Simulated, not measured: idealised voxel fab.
You're looking at the process module voxel transistor to metal.
cross-section cut | 155 nm wide | cells 5 nm
Throughout this document, each cross-section is represented as a grid of square cells and is presented as a sequence of bands enumerated from the top downward, where a band comprises one or more rows of cells.
Top height, bottom height, nm. Materials left to right, width each, nm. Single material + "full width" = fills band edge to edge. "empty" = empty.
Heads up on the height convention: 0 is the point under which the incoming wafer is all one material, and the lowest band has no bottom, it just keeps going down, like "0 and below".
Think of "30..40" as a width that walks from the first number to the second as you go down the band, top row to bottom row, taking equal-sized steps from row to row.
You'll sometimes find "no modifications" written for a step, and that's the way of saying that nowhere in the cross-section did a cell change during that step.
The entry "Closed void catalog" lists the empty spaces that cover at least 8 cells and have no open path to the top. Each is written as width x height at distance, where the distance is measured from the left edge and all three values are in nm.
Read whatever lies past the settings on a step's line as the simulator's own remark about the step.
overlay nm: step with mask; distance mask lay right of planned place; negative value = left of planned place.
Pairs from here to the end. Each: cross-section before one process step, cross-section after it, the latter only as far down as the lowest band that changed. Under each: the step between, and its settings. Mind that the pairs may be taken from different runs of this module on the same starting wafer; whether a pair continues from the pair above depends on its entry headed "Prior to step", and it does only where that entry says so.

# Prior to step
    105 down to 85  SiO2=30 / empty=20 / SiO2=55 / empty=20 / SiO2=30
    85 down to 75  SiO2=30 / empty=15 / SiO2=60 / empty=15 / SiO2=35
    75 down to 70  SiCN=30 / empty=15 / SiCN=60 / empty=15 / SiCN=35
    70 down to 65  SiCN=25 / Ru=30 / SiCN=45 / Ru=30 / SiCN=25
    65 down to 40  lowk=30 / TiN=5 / Ru=10 / TiN=5 / lowk=55 / TiN=5 / Ru=10 / TiN=5 / lowk=30
    40 down to 35  SiCN=30 / TiN=20 / SiCN=55 / TiN=20 / SiCN=30
    35 down to 20  SiO2=30 / TiN=5 / W=10 / TiN=5 / SiO2=55 / TiN=5 / W=10 / TiN=5 / SiO2=30
    20 down to 0  SiO2=30 / TiN=5 / W=10 / TiN=5 / SiO2=5 / SiN=5 / HfO2=5 / TiN=5 / W=15 / TiN=5 / HfO2=5 / SiN=5 / SiO2=5 / TiN=5 / W=10 / TiN=5 / SiO2=30
    0 down to -5  SiO2=30 / TiN=20 / SiO2=5 / SiN=5 / HfO2=5 / TiN=25 / HfO2=5 / SiN=5 / SiO2=5 / TiN=20 / SiO2=30
    -5 down to -10  SiO2=25 / nSi=30 / SiO2=5 / HfO2=35 / SiO2=5 / nSi=30 / SiO2=25
    -10 down to -35  SiO2=30 / Si=95 / SiO2=30
    -35 and below  Si full width
    Closed void catalog: none

# Structure After Step
    110 down to 105  TiN=35 / empty=10 / TiN=65 / empty=10 / TiN=35
    105 down to 90  SiO2=30 / TiN=5 / empty=10 / TiN=5 / SiO2=55 / TiN=5 / empty=10 / TiN=5 / SiO2=30
    90 down to 85  SiO2=30 / TiN=5 / empty=5 / TiN=10 / SiO2=55 / TiN=5 / empty=5 / TiN=10 / SiO2=30
    85 down to 75  SiO2=30 / TiN=5 / empty=5 / TiN=5 / SiO2=60 / TiN=5 / empty=5 / TiN=5 / SiO2=35
    75 down to 70  SiCN=30 / TiN=15 / SiCN=60 / TiN=15 / SiCN=35
    Below a height of 70, the structure has not been altered.
    Closed void catalog: none
Intermediate step for the cross-sections above: CONFORMAL_DEP (material TiN; thk nm 5)

Prior to step: The cross-section prior to this step is the one presented after the step of the pair immediately above.

# Structure After Step
    120 down to 110  Cu full width
    110 down to 105  TiN=35 / Cu=10 / TiN=65 / Cu=10 / TiN=35
    105 down to 90  SiO2=30 / TiN=5 / Cu=10 / TiN=5 / SiO2=55 / TiN=5 / Cu=10 / TiN=5 / SiO2=30
    90 down to 85  SiO2=30 / TiN=5 / Cu=5 / TiN=10 / SiO2=55 / TiN=5 / Cu=5 / TiN=10 / SiO2=30
    85 down to 75  SiO2=30 / TiN=5 / Cu=5 / TiN=5 / SiO2=60 / TiN=5 / Cu=5 / TiN=5 / SiO2=35
    Below a height of 75, the structure has not been altered.
    Closed void catalog: none
Intermediate step for the cross-sections above: FILL_DEP (material Cu; thk nm 10)

Prior to step: The cross-section prior to this step is the one presented after the step of the pair immediately above.

# Structure After Step
    105 down to 90  SiO2=30 / TiN=5 / Cu=10 / TiN=5 / SiO2=55 / TiN=5 / Cu=10 / TiN=5 / SiO2=30
    Below a height of 90, the structure has not been altered.
    Closed void catalog: none
Intermediate step for the cross-sections above: CMP (height nm 105)

Prior to step: The cross-section prior to this step is the one presented after the step of the pair immediately above.

# Structure After Step
    110 down to 105  SiCN full width
    Below a height of 105, the structure has not been altered.
    Closed void catalog: none
Intermediate step for the cross-sections above: CONFORMAL_DEP (material SiCN; thk nm 5)

# Prior to step
    50 down to 35  aC full width
    35 down to 20  SiO2 full width
    20 down to 0  SiO2=55 / SiN=5 / HfO2=5 / TiN=5 / W=15 / TiN=5 / HfO2=5 / SiN=5 / SiO2=55
    0 down to -5  SiO2=55 / SiN=5 / HfO2=5 / TiN=25 / HfO2=5 / SiN=5 / SiO2=55
    -5 down to -10  SiO2=25 / nSi=30 / SiO2=5 / HfO2=35 / SiO2=5 / nSi=30 / SiO2=25
    -10 down to -35  SiO2=30 / Si=95 / SiO2=30
    -35 and below  Si full width
    Closed void catalog: none

# Structure After Step
    85 down to 50  resist=25 / empty=30 / resist=45 / empty=30 / resist=25
    Below a height of 50, the structure has not been altered.
    Closed void catalog: none
Intermediate step for the cross-sections above: PATTERN (tone open; mask id CONTACT; material resist; width nm 30; pitch nm 75; thk nm 35; overlay nm 0)

Prior to step: The cross-section prior to this step is the one presented after the step of the pair immediately above.

# Structure After Step
    70 down to 50  resist=25 / empty=30 / resist=45 / empty=30 / resist=25
    50 down to 35  aC=25 / empty=30 / aC=45 / empty=30 / aC=25
    Below a height of 35, the structure has not been altered.
    Closed void catalog: none
Intermediate step for the cross-sections above: DIRECTIONAL_ETCH (etch materials aC; depth nm 15)

Prior to step: The cross-section prior to this step is the one presented after the step of the pair immediately above.

# Structure After Step
    50 down to 35  aC=25 / empty=30 / aC=45 / empty=30 / aC=25
    Below a height of 35, the structure has not been altered.
    Closed void catalog: none
Intermediate step for the cross-sections above: STRIP (etch materials resist)

Prior to step: The cross-section prior to this step is the one presented after the step of the pair immediately above.

# Structure After Step
    50 down to 35  aC=25 / empty=30 / aC=45 / empty=30 / aC=25
    35 down to 20  SiO2=25 / empty=30 / SiO2=45 / empty=30 / SiO2=25
    20 down to 0  SiO2=25 / empty=30 / SiN=5 / HfO2=5 / TiN=5 / W=15 / TiN=5 / HfO2=5 / SiN=5 / empty=30 / SiO2=25
    0 down to -5  SiO2=25 / empty=30 / SiN=5 / HfO2=5 / TiN=25 / HfO2=5 / SiN=5 / empty=30 / SiO2=25
    Below a height of -5, the structure has not been altered.
    Closed void catalog: none
Intermediate step for the cross-sections above: DIRECTIONAL_ETCH (etch materials SiO2; depth nm 40)

Prior to step: The cross-section prior to this step is the one presented after the step of the pair immediately above.

# Structure After Step
    35 down to 20  SiO2=25 / empty=30 / SiO2=45 / empty=30 / SiO2=25
    Below a height of 20, the structure has not been altered.
    Closed void catalog: none
Intermediate step for the cross-sections above: STRIP (etch materials aC)

Prior to step: The cross-section prior to this step is the one presented after the step of the pair immediately above.

# Structure After Step
    40 down to 35  TiN=30 / empty=20 / TiN=55 / empty=20 / TiN=30
    35 down to 20  SiO2=25 / TiN=5 / empty=20 / TiN=5 / SiO2=45 / TiN=5 / empty=20 / TiN=5 / SiO2=25
    20 down to 0  SiO2=25 / TiN=5 / empty=20 / TiN=5 / SiN=5 / HfO2=5 / TiN=5 / W=15 / TiN=5 / HfO2=5 / SiN=5 / TiN=5 / empty=20 / TiN=5 / SiO2=25
    0 down to -5  SiO2=25 / TiN=30 / SiN=5 / HfO2=5 / TiN=25 / HfO2=5 / SiN=5 / TiN=30 / SiO2=25
    Below a height of -5, the structure has not been altered.
    Closed void catalog: none
Intermediate step for the cross-sections above: CONFORMAL_DEP (material TiN; thk nm 5)

Prior to step: The cross-section prior to this step is the one presented after the step of the pair immediately above.

# Structure After Step
    45 down to 40  W full width
    40 down to 35  TiN=30 / W=20 / TiN=55 / W=20 / TiN=30
    35 down to 20  SiO2=25 / TiN=5 / W=20 / TiN=5 / SiO2=45 / TiN=5 / W=20 / TiN=5 / SiO2=25
    20 down to 0  SiO2=25 / TiN=5 / W=20 / TiN=5 / SiN=5 / HfO2=5 / TiN=5 / W=15 / TiN=5 / HfO2=5 / SiN=5 / TiN=5 / W=20 / TiN=5 / SiO2=25
    Below a height of 0, the structure has not been altered.
    Closed void catalog: none
Intermediate step for the cross-sections above: FILL_DEP (material W; thk nm 5)

Prior to step: The cross-section prior to this step is the one presented after the step of the pair immediately above.

# Structure After Step
    35 down to 20  SiO2=25 / TiN=5 / W=20 / TiN=5 / SiO2=45 / TiN=5 / W=20 / TiN=5 / SiO2=25
    Below a height of 20, the structure has not been altered.
    Closed void catalog: none
Intermediate step for the cross-sections above: CMP (height nm 35)

Prior to step: The cross-section prior to this step is the one presented after the step of the pair immediately above.

# Structure After Step
    40 down to 35  SiCN full width
    Below a height of 35, the structure has not been altered.
    Closed void catalog: none
Intermediate step for the cross-sections above: CONFORMAL_DEP (material SiCN; thk nm 5)

Prior to step: The cross-section prior to this step is the one presented after the step of the pair immediately above.

# Structure After Step
    65 down to 40  lowk full width
    Below a height of 40, the structure has not been altered.
    Closed void catalog: none
Intermediate step for the cross-sections above: DIRECTIONAL_DEP (material lowk; thk nm 25)

Prior to step: The cross-section prior to this step is the one presented after the step of the pair immediately above.

# Structure After Step
    85 down to 65  resist=30 / empty=20 / resist=55 / empty=20 / resist=30
    Below a height of 65, the structure has not been altered.
    Closed void catalog: none
Intermediate step for the cross-sections above: PATTERN (tone open; mask id METAL_1; material resist; width nm 20; pitch nm 75; thk nm 20; overlay nm 0)

Prior to step: The cross-section prior to this step is the one presented after the step of the pair immediately above.

# Structure After Step
    85 down to 65  resist=30 / empty=20 / resist=55 / empty=20 / resist=30
    65 down to 40  lowk=30 / empty=20 / lowk=55 / empty=20 / lowk=30
    Below a height of 40, the structure has not been altered.
    Closed void catalog: none
Intermediate step for the cross-sections above: DIRECTIONAL_ETCH (etch materials lowk; depth nm 25)

Prior to step: The cross-section prior to this step is the one presented after the step of the pair immediately above.

# Structure After Step
    85 down to 65  resist=30 / empty=20 / resist=55 / empty=20 / resist=30
    65 down to 40  lowk=30 / empty=20 / lowk=55 / empty=20 / lowk=30
    40 down to 35  SiCN=30 / empty=20 / SiCN=55 / empty=20 / SiCN=30
    Below a height of 35, the structure has not been altered.
    Closed void catalog: none
Intermediate step for the cross-sections above: DIRECTIONAL_ETCH (etch materials SiCN; depth nm 5)

Prior to step: The cross-section prior to this step is the one presented after the step of the pair immediately above.

# Structure After Step
    65 down to 40  lowk=30 / empty=20 / lowk=55 / empty=20 / lowk=30
    Below a height of 40, the structure has not been altered.
    Closed void catalog: none
Intermediate step for the cross-sections above: STRIP (etch materials resist)

Prior to step: The cross-section prior to this step is the one presented after the step of the pair immediately above.

# Structure After Step
    70 down to 65  TiN=35 / empty=10 / TiN=65 / empty=10 / TiN=35
    65 down to 40  lowk=30 / TiN=5 / empty=10 / TiN=5 / lowk=55 / TiN=5 / empty=10 / TiN=5 / lowk=30
    40 down to 35  SiCN=30 / TiN=20 / SiCN=55 / TiN=20 / SiCN=30
    Below a height of 35, the structure has not been altered.
    Closed void catalog: none
Intermediate step for the cross-sections above: CONFORMAL_DEP (material TiN; thk nm 5)

Prior to step: The cross-section prior to this step is the one presented after the step of the pair immediately above.

# Structure After Step
    75 down to 70  Ru full width
    70 down to 65  TiN=35 / Ru=10 / TiN=65 / Ru=10 / TiN=35
    65 down to 40  lowk=30 / TiN=5 / Ru=10 / TiN=5 / lowk=55 / TiN=5 / Ru=10 / TiN=5 / lowk=30
    Below a height of 40, the structure has not been altered.
    Closed void catalog: none
Intermediate step for the cross-sections above: FILL_DEP (material Ru; thk nm 5)

Prior to step: The cross-section prior to this step is the one presented after the step of the pair immediately above.

# Structure After Step
    65 down to 40  lowk=30 / TiN=5 / Ru=10 / TiN=5 / lowk=55 / TiN=5 / Ru=10 / TiN=5 / lowk=30
    Below a height of 40, the structure has not been altered.
    Closed void catalog: none
Intermediate step for the cross-sections above: CMP (height nm 65)

Prior to step: The cross-section prior to this step is the one presented after the step of the pair immediately above.

# Structure After Step
    70 down to 65  empty=25 / Ru=30 / empty=45 / Ru=30 / empty=25
    Below a height of 65, the structure has not been altered.
    Closed void catalog: none
Intermediate step for the cross-sections above: EPI (material Ru; thk nm 5)

Prior to step: The cross-section prior to this step is the one presented after the step of the pair immediately above.

# Structure After Step
    75 down to 70  SiCN full width
    70 down to 65  SiCN=25 / Ru=30 / SiCN=45 / Ru=30 / SiCN=25
    Below a height of 65, the structure has not been altered.
    Closed void catalog: none
Intermediate step for the cross-sections above: FILL_DEP (material SiCN; thk nm 5)

Prior to step: The cross-section prior to this step is the one presented after the step of the pair immediately above.

# Structure After Step
    105 down to 75  SiO2 full width
    Below a height of 75, the structure has not been altered.
    Closed void catalog: none
Intermediate step for the cross-sections above: DIRECTIONAL_DEP (material SiO2; thk nm 30)

Prior to step: The cross-section prior to this step is the one presented after the step of the pair immediately above.

# Structure After Step
    120 down to 105  resist=30 / empty=15 / resist=60 / empty=15 / resist=35
    Below a height of 105, the structure has not been altered.
    Closed void catalog: none
Intermediate step for the cross-sections above: PATTERN (tone open; mask id METAL_2_HOLES; material resist; width nm 15; pitch nm 75; thk nm 15; overlay nm 0)

Prior to step: The cross-section prior to this step is the one presented after the step of the pair immediately above.

# Structure After Step
    120 down to 105  resist=30 / empty=15 / resist=60 / empty=15 / resist=35
    105 down to 75  SiO2=30 / empty=15 / SiO2=60 / empty=15 / SiO2=35
    Below a height of 75, the structure has not been altered.
    Closed void catalog: none
Intermediate step for the cross-sections above: DIRECTIONAL_ETCH (etch materials SiO2; depth nm 30)

Prior to step: The cross-section prior to this step is the one presented after the step of the pair immediately above.

# Structure After Step
    105 down to 75  SiO2=30 / empty=15 / SiO2=60 / empty=15 / SiO2=35
    Below a height of 75, the structure has not been altered.
    Closed void catalog: none
Intermediate step for the cross-sections above: STRIP (etch materials resist)

Prior to step: The cross-section prior to this step is the one presented after the step of the pair immediately above.

# Structure After Step
    115 down to 105  aC=30 / empty=15 / aC=60 / empty=15 / aC=35
    105 down to 85  SiO2=30 / empty=15 / SiO2=60 / empty=15 / SiO2=35
    85 down to 75  SiO2=30 / aC=15 / SiO2=60 / aC=15 / SiO2=35
    Below a height of 75, the structure has not been altered.
    Closed void catalog: none
Intermediate step for the cross-sections above: DIRECTIONAL_DEP (material aC; thk nm 10)

Prior to step: The cross-section prior to this step is the one presented after the step of the pair immediately above.

# Structure After Step
    140 down to 115  resist=30 / empty=20 / resist=55 / empty=20 / resist=30
    Below a height of 115, the structure has not been altered.
    Closed void catalog: none
Intermediate step for the cross-sections above: PATTERN (tone open; mask id METAL_2; material resist; width nm 20; pitch nm 75; thk nm 25; overlay nm 0)

Prior to step: The cross-section prior to this step is the one presented after the step of the pair immediately above.

# Structure After Step
    130 down to 115  resist=30 / empty=20 / resist=55 / empty=20 / resist=30
    115 down to 105  aC=30 / empty=20 / aC=55 / empty=20 / aC=30
    105 down to 75  SiO2=30 / empty=15 / SiO2=60 / empty=15 / SiO2=35
    Below a height of 75, the structure has not been altered.
    Closed void catalog: none
Intermediate step for the cross-sections above: DIRECTIONAL_ETCH (etch materials aC; depth nm 10)

Prior to step: The cross-section prior to this step is the one presented after the step of the pair immediately above.

# Structure After Step
    115 down to 105  aC=30 / empty=20 / aC=55 / empty=20 / aC=30
    Below a height of 105, the structure has not been altered.
    Closed void catalog: none
Intermediate step for the cross-sections above: STRIP (etch materials resist)

Prior to step: The cross-section prior to this step is the one presented after the step of the pair immediately above.

# Structure After Step
    115 down to 105  aC=30 / empty=20 / aC=55 / empty=20 / aC=30
    105 down to 90  SiO2=30 / empty=20 / SiO2=55 / empty=20 / SiO2=30
    Below a height of 90, the structure has not been altered.
    Closed void catalog: none
Intermediate step for the cross-sections above: DIRECTIONAL_ETCH (etch materials SiO2; depth nm 15)

Prior to step: The cross-section prior to this step is the one presented after the step of the pair immediately above.

# Structure After Step
    115 down to 105  aC=30 / empty=20 / aC=55 / empty=20 / aC=30
    105 down to 90  SiO2=30 / empty=20 / SiO2=55 / empty=20 / SiO2=30
    90 down to 75  SiO2=30 / empty=15 / SiO2=60 / empty=15 / SiO2=35
    75 down to 70  SiCN=30 / empty=15 / SiCN=60 / empty=15 / SiCN=35
    Below a height of 70, the structure has not been altered.
    Closed void catalog: none
Intermediate step for the cross-sections above: DIRECTIONAL_ETCH (etch materials SiCN; depth nm 5)

Prior to step: The cross-section prior to this step is the one presented after the step of the pair immediately above.

# Structure After Step
    105 down to 90  SiO2=30 / empty=20 / SiO2=55 / empty=20 / SiO2=30
    Below a height of 90, the structure has not been altered.
    Closed void catalog: none
Intermediate step for the cross-sections above: STRIP (etch materials aC)

Prior to step: The cross-section prior to this step is the one presented after the step of the pair immediately above.

# Structure After Step
    110 down to 105  TiN=35 / empty=10 / TiN=65 / empty=10 / TiN=35
    105 down to 95  SiO2=30 / TiN=5 / empty=10 / TiN=5 / SiO2=55 / TiN=5 / empty=10 / TiN=5 / SiO2=30
    95 down to 90  SiO2=30 / TiN=5 / empty=5 / TiN=10 / SiO2=55 / TiN=5 / empty=5 / TiN=10 / SiO2=30
    90 down to 75  SiO2=30 / TiN=5 / empty=5 / TiN=5 / SiO2=60 / TiN=5 / empty=5 / TiN=5 / SiO2=35
    75 down to 70  SiCN=30 / TiN=15 / SiCN=60 / TiN=15 / SiCN=35
    Below a height of 70, the structure has not been altered.
    Closed void catalog: none
Intermediate step for the cross-sections above: CONFORMAL_DEP (material TiN; thk nm 5)

Prior to step: The cross-section prior to this step is the one presented after the step of the pair immediately above.

# Structure After Step
    120 down to 110  Cu full width
    110 down to 105  TiN=35 / Cu=10 / TiN=65 / Cu=10 / TiN=35
    105 down to 95  SiO2=30 / TiN=5 / Cu=10 / TiN=5 / SiO2=55 / TiN=5 / Cu=10 / TiN=5 / SiO2=30
    95 down to 90  SiO2=30 / TiN=5 / Cu=5 / TiN=10 / SiO2=55 / TiN=5 / Cu=5 / TiN=10 / SiO2=30
    90 down to 75  SiO2=30 / TiN=5 / Cu=5 / TiN=5 / SiO2=60 / TiN=5 / Cu=5 / TiN=5 / SiO2=35
    Below a height of 75, the structure has not been altered.
    Closed void catalog: none
Intermediate step for the cross-sections above: FILL_DEP (material Cu; thk nm 10)

Prior to step: The cross-section prior to this step is the one presented after the step of the pair immediately above.

# Structure After Step
    105 down to 95  SiO2=30 / TiN=5 / Cu=10 / TiN=5 / SiO2=55 / TiN=5 / Cu=10 / TiN=5 / SiO2=30
    Below a height of 95, the structure has not been altered.
    Closed void catalog: none
Intermediate step for the cross-sections above: CMP (height nm 105)

Prior to step: The cross-section prior to this step is the one presented after the step of the pair immediately above.

# Structure After Step
    110 down to 105  SiCN full width
    Below a height of 105, the structure has not been altered.
    Closed void catalog: none
Intermediate step for the cross-sections above: CONFORMAL_DEP (material SiCN; thk nm 5)

# Prior to step
    115 down to 105  aC=30 / empty=15 / aC=60 / empty=15 / aC=35
    105 down to 85  SiO2=30 / empty=15 / SiO2=60 / empty=15 / SiO2=35
    85 down to 75  SiO2=30 / aC=15 / SiO2=60 / aC=15 / SiO2=35
    75 down to 70  SiCN full width
    70 down to 65  SiCN=25 / Ru=30 / SiCN=45 / Ru=30 / SiCN=25
    65 down to 40  lowk=30 / TiN=5 / Ru=10 / TiN=5 / lowk=55 / TiN=5 / Ru=10 / TiN=5 / lowk=30
    40 down to 35  SiCN=30 / TiN=20 / SiCN=55 / TiN=20 / SiCN=30
    35 down to 20  SiO2=30 / TiN=5 / W=10 / TiN=5 / SiO2=55 / TiN=5 / W=10 / TiN=5 / SiO2=30
    20 down to 0  SiO2=30 / TiN=5 / W=10 / TiN=5 / SiO2=5 / SiN=5 / HfO2=5 / TiN=5 / W=15 / TiN=5 / HfO2=5 / SiN=5 / SiO2=5 / TiN=5 / W=10 / TiN=5 / SiO2=30
    0 down to -5  SiO2=30 / TiN=20 / SiO2=5 / SiN=5 / HfO2=5 / TiN=25 / HfO2=5 / SiN=5 / SiO2=5 / TiN=20 / SiO2=30
    -5 down to -10  SiO2=25 / nSi=30 / SiO2=5 / HfO2=35 / SiO2=5 / nSi=30 / SiO2=25
    -10 down to -35  SiO2=30 / Si=95 / SiO2=30
    -35 and below  Si full width
    Closed void catalog: none

# Structure After Step
    140 down to 115  resist=25 / empty=20 / resist=55 / empty=20 / resist=35
    Below a height of 115, the structure has not been altered.
    Closed void catalog: none
Intermediate step for the cross-sections above: PATTERN (tone open; mask id METAL_2; material resist; width nm 20; pitch nm 75; thk nm 25; overlay nm -5)

Prior to step: The cross-section prior to this step is the one presented after the step of the pair immediately above.

# Structure After Step
    130 down to 115  resist=25 / empty=20 / resist=55 / empty=20 / resist=35
    115 down to 105  aC=25 / empty=20 / aC=55 / empty=20 / aC=35
    105 down to 75  SiO2=30 / empty=15 / SiO2=60 / empty=15 / SiO2=35
    Below a height of 75, the structure has not been altered.
    Closed void catalog: none
Intermediate step for the cross-sections above: DIRECTIONAL_ETCH (etch materials aC; depth nm 10)

Prior to step: The cross-section prior to this step is the one presented after the step of the pair immediately above.

# Structure After Step
    115 down to 105  aC=25 / empty=20 / aC=55 / empty=20 / aC=35
    Below a height of 105, the structure has not been altered.
    Closed void catalog: none
Intermediate step for the cross-sections above: STRIP (etch materials resist)

Prior to step: The cross-section prior to this step is the one presented after the step of the pair immediately above.

# Structure After Step
    115 down to 105  aC=25 / empty=20 / aC=55 / empty=20 / aC=35
    105 down to 90  SiO2=25 / empty=20 / SiO2=55 / empty=20 / SiO2=35
    Below a height of 90, the structure has not been altered.
    Closed void catalog: none
Intermediate step for the cross-sections above: DIRECTIONAL_ETCH (etch materials SiO2; depth nm 15)

Prior to step: The cross-section prior to this step is the one presented after the step of the pair immediately above.

# Structure After Step
    115 down to 105  aC=25 / empty=20 / aC=55 / empty=20 / aC=35
    105 down to 90  SiO2=25 / empty=20 / SiO2=55 / empty=20 / SiO2=35
    90 down to 75  SiO2=30 / empty=15 / SiO2=60 / empty=15 / SiO2=35
    75 down to 70  SiCN=30 / empty=15 / SiCN=60 / empty=15 / SiCN=35
    Below a height of 70, the structure has not been altered.
    Closed void catalog: none
Intermediate step for the cross-sections above: DIRECTIONAL_ETCH (etch materials SiCN; depth nm 5)

Prior to step: The cross-section prior to this step is the one presented after the step of the pair immediately above.

# Structure After Step
    105 down to 90  SiO2=25 / empty=20 / SiO2=55 / empty=20 / SiO2=35
    Below a height of 90, the structure has not been altered.
    Closed void catalog: none
Intermediate step for the cross-sections above: STRIP (etch materials aC)

Prior to step: The cross-section prior to this step is the one presented after the step of the pair immediately above.

# Structure After Step
    110 down to 105  TiN=30 / empty=10 / TiN=65 / empty=10 / TiN=40
    105 down to 95  SiO2=25 / TiN=5 / empty=10 / TiN=5 / SiO2=55 / TiN=5 / empty=10 / TiN=5 / SiO2=35
    95 down to 90  SiO2=25 / TiN=10 / empty=5 / TiN=5 / SiO2=55 / TiN=10 / empty=5 / TiN=5 / SiO2=35
    90 down to 75  SiO2=30 / TiN=5 / empty=5 / TiN=5 / SiO2=60 / TiN=5 / empty=5 / TiN=5 / SiO2=35
    75 down to 70  SiCN=30 / TiN=15 / SiCN=60 / TiN=15 / SiCN=35
    Below a height of 70, the structure has not been altered.
    Closed void catalog: none
Intermediate step for the cross-sections above: CONFORMAL_DEP (material TiN; thk nm 5)

Prior to step: The cross-section prior to this step is the one presented after the step of the pair immediately above.

# Structure After Step
    120 down to 110  Cu full width
    110 down to 105  TiN=30 / Cu=10 / TiN=65 / Cu=10 / TiN=40
    105 down to 95  SiO2=25 / TiN=5 / Cu=10 / TiN=5 / SiO2=55 / TiN=5 / Cu=10 / TiN=5 / SiO2=35
    95 down to 90  SiO2=25 / TiN=10 / Cu=5 / TiN=5 / SiO2=55 / TiN=10 / Cu=5 / TiN=5 / SiO2=35
    90 down to 75  SiO2=30 / TiN=5 / Cu=5 / TiN=5 / SiO2=60 / TiN=5 / Cu=5 / TiN=5 / SiO2=35
    Below a height of 75, the structure has not been altered.
    Closed void catalog: none
Intermediate step for the cross-sections above: FILL_DEP (material Cu; thk nm 10)

Prior to step: The cross-section prior to this step is the one presented after the step of the pair immediately above.

# Structure After Step
    105 down to 95  SiO2=25 / TiN=5 / Cu=10 / TiN=5 / SiO2=55 / TiN=5 / Cu=10 / TiN=5 / SiO2=35
    Below a height of 95, the structure has not been altered.
    Closed void catalog: none
Intermediate step for the cross-sections above: CMP (height nm 105)

Prior to step: The cross-section prior to this step is the one presented after the step of the pair immediately above.

# Structure After Step
    110 down to 105  SiCN full width
    Below a height of 105, the structure has not been altered.
    Closed void catalog: none
Intermediate step for the cross-sections above: CONFORMAL_DEP (material SiCN; thk nm 5)

# Prior to step
    40 down to 35  TiN=35 / empty=10 / TiN=65 / empty=10 / TiN=35
    35 down to 20  SiO2=30 / TiN=5 / empty=10 / TiN=5 / SiO2=55 / TiN=5 / empty=10 / TiN=5 / SiO2=30
    20 down to 0  SiO2=30 / TiN=5 / empty=10 / TiN=5 / SiO2=5 / SiN=5 / HfO2=5 / TiN=5 / W=15 / TiN=5 / HfO2=5 / SiN=5 / SiO2=5 / TiN=5 / empty=10 / TiN=5 / SiO2=30
    0 down to -5  SiO2=30 / TiN=20 / SiO2=5 / SiN=5 / HfO2=5 / TiN=25 / HfO2=5 / SiN=5 / SiO2=5 / TiN=20 / SiO2=30
    -5 down to -10  SiO2=25 / nSi=30 / SiO2=5 / HfO2=35 / SiO2=5 / nSi=30 / SiO2=25
    -10 down to -35  SiO2=30 / Si=95 / SiO2=30
    -35 and below  Si full width
    Closed void catalog: none

# Structure After Step
    45 down to 40  Cu full width
    40 down to 35  TiN=35 / Cu=10 / TiN=65 / Cu=10 / TiN=35
    35 down to 20  SiO2=30 / TiN=5 / Cu=10 / TiN=5 / SiO2=55 / TiN=5 / Cu=10 / TiN=5 / SiO2=30
    20 down to 0  SiO2=30 / TiN=5 / Cu=10 / TiN=5 / SiO2=5 / SiN=5 / HfO2=5 / TiN=5 / W=15 / TiN=5 / HfO2=5 / SiN=5 / SiO2=5 / TiN=5 / Cu=10 / TiN=5 / SiO2=30
    Below a height of 0, the structure has not been altered.
    Closed void catalog: none
Intermediate step for the cross-sections above: FILL_DEP (material Cu; thk nm 5)

Prior to step: The cross-section prior to this step is the one presented after the step of the pair immediately above.

# Structure After Step
    35 down to 20  SiO2=30 / TiN=5 / Cu=10 / TiN=5 / SiO2=55 / TiN=5 / Cu=10 / TiN=5 / SiO2=30
    Below a height of 20, the structure has not been altered.
    Closed void catalog: none
Intermediate step for the cross-sections above: CMP (height nm 35)

Prior to step: The cross-section prior to this step is the one presented after the step of the pair immediately above.

# Structure After Step
    40 down to 35  SiCN full width
    Below a height of 35, the structure has not been altered.
    Closed void catalog: none
Intermediate step for the cross-sections above: CONFORMAL_DEP (material SiCN; thk nm 5)

Prior to step: The cross-section prior to this step is the one presented after the step of the pair immediately above.

# Structure After Step
    65 down to 40  lowk full width
    Below a height of 40, the structure has not been altered.
    Closed void catalog: none
Intermediate step for the cross-sections above: DIRECTIONAL_DEP (material lowk; thk nm 25)

Prior to step: The cross-section prior to this step is the one presented after the step of the pair immediately above.

# Structure After Step
    85 down to 65  resist=30 / empty=20 / resist=55 / empty=20 / resist=30
    Below a height of 65, the structure has not been altered.
    Closed void catalog: none
Intermediate step for the cross-sections above: PATTERN (tone open; mask id METAL_1; material resist; width nm 20; pitch nm 75; thk nm 20; overlay nm 0)

Prior to step: The cross-section prior to this step is the one presented after the step of the pair immediately above.

# Structure After Step
    85 down to 65  resist=30 / empty=20 / resist=55 / empty=20 / resist=30
    65 down to 40  lowk=30 / empty=20 / lowk=55 / empty=20 / lowk=30
    Below a height of 40, the structure has not been altered.
    Closed void catalog: none
Intermediate step for the cross-sections above: DIRECTIONAL_ETCH (etch materials lowk; depth nm 25)

Prior to step: The cross-section prior to this step is the one presented after the step of the pair immediately above.

# Structure After Step
    85 down to 65  resist=30 / empty=20 / resist=55 / empty=20 / resist=30
    65 down to 40  lowk=30 / empty=20 / lowk=55 / empty=20 / lowk=30
    40 down to 35  SiCN=30 / empty=20 / SiCN=55 / empty=20 / SiCN=30
    Below a height of 35, the structure has not been altered.
    Closed void catalog: none
Intermediate step for the cross-sections above: DIRECTIONAL_ETCH (etch materials SiCN; depth nm 5)

Prior to step: The cross-section prior to this step is the one presented after the step of the pair immediately above.

# Structure After Step
    65 down to 40  lowk=30 / empty=20 / lowk=55 / empty=20 / lowk=30
    Below a height of 40, the structure has not been altered.
    Closed void catalog: none
Intermediate step for the cross-sections above: STRIP (etch materials resist)

Prior to step: The cross-section prior to this step is the one presented after the step of the pair immediately above.

# Structure After Step
    70 down to 65  TiN=35 / empty=10 / TiN=65 / empty=10 / TiN=35
    65 down to 40  lowk=30 / TiN=5 / empty=10 / TiN=5 / lowk=55 / TiN=5 / empty=10 / TiN=5 / lowk=30
    40 down to 35  SiCN=30 / TiN=20 / SiCN=55 / TiN=20 / SiCN=30
    Below a height of 35, the structure has not been altered.
    Closed void catalog: none
Intermediate step for the cross-sections above: CONFORMAL_DEP (material TiN; thk nm 5)

Prior to step: The cross-section prior to this step is the one presented after the step of the pair immediately above.

# Structure After Step
    75 down to 70  Ru full width
    70 down to 65  TiN=35 / Ru=10 / TiN=65 / Ru=10 / TiN=35
    65 down to 40  lowk=30 / TiN=5 / Ru=10 / TiN=5 / lowk=55 / TiN=5 / Ru=10 / TiN=5 / lowk=30
    Below a height of 40, the structure has not been altered.
    Closed void catalog: none
Intermediate step for the cross-sections above: FILL_DEP (material Ru; thk nm 5)

Prior to step: The cross-section prior to this step is the one presented after the step of the pair immediately above.

# Structure After Step
    65 down to 40  lowk=30 / TiN=5 / Ru=10 / TiN=5 / lowk=55 / TiN=5 / Ru=10 / TiN=5 / lowk=30
    Below a height of 40, the structure has not been altered.
    Closed void catalog: none
Intermediate step for the cross-sections above: CMP (height nm 65)
